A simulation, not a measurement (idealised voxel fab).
process module | voxel tone inversion
cross-section cut | 285 nm wide | cells 5 nm
A cross-section is a grid of square cells, given in bands from the top down. A band is one or more rows of cells.
Each band's line starts with the height of the band's top and of its bottom, in nm. Then come its materials from left to right, each with its width in nm. One material with "throughout" fills the band from edge to edge. "air" is empty space.
Height 0 is the level under which the wafer as received is all one material. The lowest band goes on downwards, as in "0 down".
A width such as "30 to 40" changes by the same amount from each row of cells to the next, from the band's top row to its bottom row.
"no change" after a step means that no cell of the cross-section changed.
closed voids: empty space of 8 cells or more with no open way to the top, each as width x height at its distance from the left edge, in nm
after a step's settings: what the simulator itself notes on the step
overlay nm, on a step with a mask: how far to the right of its planned place the mask lay; to the left if negative
Each pair below shows a cross-section before one step and the cross-section after it, down to the lowest band that changed. The line under each pair gives the step between them, with its settings. The pairs can come from different runs of this module on the same starting wafer, so a pair continues from the pair above only where its "before" says so.
before
  0 down: Si throughout
  closed voids: none
after
  5 to 0: SiN throughout
  below 0: unchanged
  closed voids: none
the step between: op CONFORMAL_DEP | material SiN | thk nm 5
before: the cross-section after the pair above
after
  25 to 5: aC throughout
  below 5: unchanged
  closed voids: none
the step between: op DIRECTIONAL_DEP | material aC | thk nm 20
before: the cross-section after the pair above
after
  55 to 25: air 110 | resist 15 | air 30 | resist 15 | air 115
  below 25: unchanged
  closed voids: none
the step between: op PATTERN | tone cover | mask id POSTS | material resist | width nm 15 | pitch nm 45 | thk nm 30 | overlay nm 0
before: the cross-section after the pair above
after
  35 to 25: air 110 | resist 15 | air 30 | resist 15 | air 115
  25 to 5: air 110 | aC 15 | air 30 | aC 15 | air 115
  below 5: unchanged
  closed voids: none
the step between: op DIRECTIONAL_ETCH | etch materials aC | depth nm 20
before: the cross-section after the pair above
after
  25 to 5: air 110 | aC 15 | air 30 | aC 15 | air 115
  below 5: unchanged
  closed voids: none
the step between: op STRIP | etch materials resist
before: the cross-section after the pair above
after
  35 to 25: lowk throughout
  25 to 5: lowk 110 | aC 15 | lowk 30 | aC 15 | lowk 115
  below 5: unchanged
  closed voids: none
the step between: op FILL_DEP | material lowk | thk nm 10
before: the cross-section after the pair above
after
  25 to 5: lowk 110 | aC 15 | lowk 30 | aC 15 | lowk 115
  below 5: unchanged
  closed voids: none
the step between: op CMP | height nm 25
before: the cross-section after the pair above
after
  25 to 5: lowk 110 | air 15 | lowk 30 | air 15 | lowk 115
  below 5: unchanged
  closed voids: none
the step between: op STRIP | etch materials aC
before
  0 down: Si throughout
  closed voids: none
after
  20 to 0: aC throughout
  below 0: unchanged
  closed voids: none
the step between: op DIRECTIONAL_DEP | material aC | thk nm 20
before: the cross-section after the pair above
after
  50 to 20: air 110 | resist 15 | air 30 | resist 15 | air 115
  below 20: unchanged
  closed voids: none
the step between: op PATTERN | tone cover | mask id POSTS | material resist | width nm 15 | pitch nm 45 | thk nm 30 | overlay nm 0
before: the cross-section after the pair above
after
  30 to 20: air 110 | resist 15 | air 30 | resist 15 | air 115
  20 to 0: air 110 | aC 15 | air 30 | aC 15 | air 115
  below 0: unchanged
  closed voids: none
the step between: op DIRECTIONAL_ETCH | etch materials aC | depth nm 20
before: the cross-section after the pair above
after
  20 to 0: air 110 | aC 15 | air 30 | aC 15 | air 115
  below 0: unchanged
  closed voids: none
the step between: op STRIP | etch materials resist
before: the cross-section after the pair above
after
  30 to 20: lowk throughout
  20 to 0: lowk 110 | aC 15 | lowk 30 | aC 15 | lowk 115
  below 0: unchanged
  closed voids: none
the step between: op FILL_DEP | material lowk | thk nm 10
before: the cross-section after the pair above
after
  25 to 20: lowk throughout
  below 20: unchanged
  closed voids: none
the step between: op CMP | height nm 25
before
  20 to 0: aC throughout
  0 down: Si throughout
  closed voids: none
after
  25 to 20: SiN throughout
  below 20: unchanged
  closed voids: none
the step between: op CONFORMAL_DEP | material SiN | thk nm 5
before: the cross-section after the pair above
after
  55 to 25: air 110 | resist 15 | air 30 | resist 15 | air 115
  below 25: unchanged
  closed voids: none
the step between: op PATTERN | tone cover | mask id POSTS | material resist | width nm 15 | pitch nm 45 | thk nm 30 | overlay nm 0
before: the cross-section after the pair above
after
  35 to 25: air 110 | resist 15 | air 30 | resist 15 | air 115
  below 25: unchanged
  closed voids: none
the step between: op DIRECTIONAL_ETCH | etch materials aC | depth nm 20
before: the cross-section after the pair above
after
  25 to 20: SiN throughout
  below 20: unchanged
  closed voids: none
the step between: op STRIP | etch materials resist
before: the cross-section after the pair above
after
  35 to 25: lowk throughout
  below 25: unchanged
  closed voids: none
the step between: op FILL_DEP | material lowk | thk nm 10
before: the cross-section after the pair above
after
  25 to 20: SiN throughout
  below 20: unchanged
  closed voids: none
the step between: op CMP | height nm 25
before
  35 to 25: lowk throughout
  25 to 5: lowk 110 | aC 15 | lowk 30 | aC 15 | lowk 115
  5 to 0: SiN throughout
  0 down: Si throughout
  closed voids: none
after
  30 to 25: lowk throughout
  below 25: unchanged
  closed voids: none
the step between: op CMP | height nm 30
before
  25 to 5: aC throughout
  5 to 0: SiN throughout
  0 down: Si throughout
  closed voids: none
after
  55 to 25: air 105 | resist 25 | air 20 | resist 25 | air 110
  below 25: unchanged
  closed voids: none
the step between: op PATTERN | tone cover | mask id POSTS | material resist | width nm 25 | pitch nm 45 | thk nm 30 | overlay nm 0
before: the cross-section after the pair above
after
  35 to 25: air 105 | resist 25 | air 20 | resist 25 | air 110
  25 to 5: air 105 | aC 25 | air 20 | aC 25 | air 110
  below 5: unchanged
  closed voids: none
the step between: op DIRECTIONAL_ETCH | etch materials aC | depth nm 20
before: the cross-section after the pair above
after
  25 to 5: air 105 | aC 25 | air 20 | aC 25 | air 110
  below 5: unchanged
  closed voids: none
the step between: op STRIP | etch materials resist
before: the cross-section after the pair above
after
  35 to 25: lowk throughout
  25 to 5: lowk 105 | aC 25 | lowk 20 | aC 25 | lowk 110
  below 5: unchanged
  closed voids: none
the step between: op FILL_DEP | material lowk | thk nm 10
before: the cross-section after the pair above
after
  25 to 5: lowk 105 | aC 25 | lowk 20 | aC 25 | lowk 110
  below 5: unchanged
  closed voids: none
the step between: op CMP | height nm 25
before: the cross-section after the pair above
after
  25 to 5: lowk 105 | air 25 | lowk 20 | air 25 | lowk 110
  below 5: unchanged
  closed voids: none
the step between: op STRIP | etch materials aC
before
  25 to 5: aC throughout
  5 to 0: SiN throughout
  0 down: Si throughout
  closed voids: none
after
  55 to 25: air 100 | resist 15 | air 30 | resist 15 | air 125
  below 25: unchanged
  closed voids: none
the step between: op PATTERN | tone cover | mask id POSTS | material resist | width nm 15 | pitch nm 45 | thk nm 30 | overlay nm -10
before: the cross-section after the pair above
after
  35 to 25: air 100 | resist 15 | air 30 | resist 15 | air 125
  25 to 5: air 100 | aC 15 | air 30 | aC 15 | air 125
  below 5: unchanged
  closed voids: none
the step between: op DIRECTIONAL_ETCH | etch materials aC | depth nm 20
before: the cross-section after the pair above
after
  25 to 5: air 100 | aC 15 | air 30 | aC 15 | air 125
  below 5: unchanged
  closed voids: none
the step between: op STRIP | etch materials resist
before: the cross-section after the pair above
after
  35 to 25: lowk throughout
  25 to 5: lowk 100 | aC 15 | lowk 30 | aC 15 | lowk 125
  below 5: unchanged
  closed voids: none
the step between: op FILL_DEP | material lowk | thk nm 10
before: the cross-section after the pair above
after
  25 to 5: lowk 100 | aC 15 | lowk 30 | aC 15 | lowk 125
  below 5: unchanged
  closed voids: none
the step between: op CMP | height nm 25
before: the cross-section after the pair above
after
  25 to 5: lowk 100 | air 15 | lowk 30 | air 15 | lowk 125
  below 5: unchanged
  closed voids: none
the step between: op STRIP | etch materials aC
before
  5 to 0: SiN throughout
  0 down: Si throughout
  closed voids: none
after
  25 to 5: lowk throughout
  below 5: unchanged
  closed voids: none
the step between: op DIRECTIONAL_DEP | material lowk | thk nm 20
before: the cross-section after the pair above
after
  55 to 25: air 110 | resist 15 | air 30 | resist 15 | air 115
  below 25: unchanged
  closed voids: none
the step between: op PATTERN | tone cover | mask id POSTS | material resist | width nm 15 | pitch nm 45 | thk nm 30 | overlay nm 0
before: the cross-section after the pair above
after
  35 to 25: air 110 | resist 15 | air 30 | resist 15 | air 115
  below 25: unchanged
  closed voids: none
the step between: op DIRECTIONAL_ETCH | etch materials aC | depth nm 20
before: the cross-section after the pair above
after
  25 to 5: lowk throughout
  below 5: unchanged
  closed voids: none
the step between: op STRIP | etch materials resist
before: the cross-section after the pair above
after
  35 to 5: lowk throughout
  below 5: unchanged
  closed voids: none
the step between: op FILL_DEP | material lowk | thk nm 10
before: the cross-section after the pair above
after
  25 to 5: lowk throughout
  below 5: unchanged
  closed voids: none
the step between: op CMP | height nm 25
before
  25 to 5: aC throughout
  5 to 0: SiN throughout
  0 down: Si throughout
  closed voids: none
after
  55 to 25: resist 110 | air 15 | resist 30 | air 15 | resist 115
  below 25: unchanged
  closed voids: none
the step between: op PATTERN | tone open | mask id POSTS | material resist | width nm 15 | pitch nm 45 | thk nm 30 | overlay nm 0
before: the cross-section after the pair above
after
  35 to 25: resist 110 | air 15 | resist 30 | air 15 | resist 115
  25 to 5: aC 110 | air 15 | aC 30 | air 15 | aC 115
  below 5: unchanged
  closed voids: none
the step between: op DIRECTIONAL_ETCH | etch materials aC | depth nm 20
before: the cross-section after the pair above
after
  25 to 5: aC 110 | air 15 | aC 30 | air 15 | aC 115
  below 5: unchanged
  closed voids: none
the step between: op STRIP | etch materials resist
before: the cross-section after the pair above
after
  35 to 25: lowk throughout
  25 to 5: aC 110 | lowk 15 | aC 30 | lowk 15 | aC 115
  below 5: unchanged
  closed voids: none
the step between: op FILL_DEP | material lowk | thk nm 10
before: the cross-section after the pair above
after
  25 to 5: aC 110 | lowk 15 | aC 30 | lowk 15 | aC 115
  below 5: unchanged
  closed voids: none
the step between: op CMP | height nm 25
before: the cross-section after the pair above
after
  25 to 5: air 110 | lowk 15 | air 30 | lowk 15 | air 115
  below 5: unchanged
  closed voids: none
the step between: op STRIP | etch materials aC
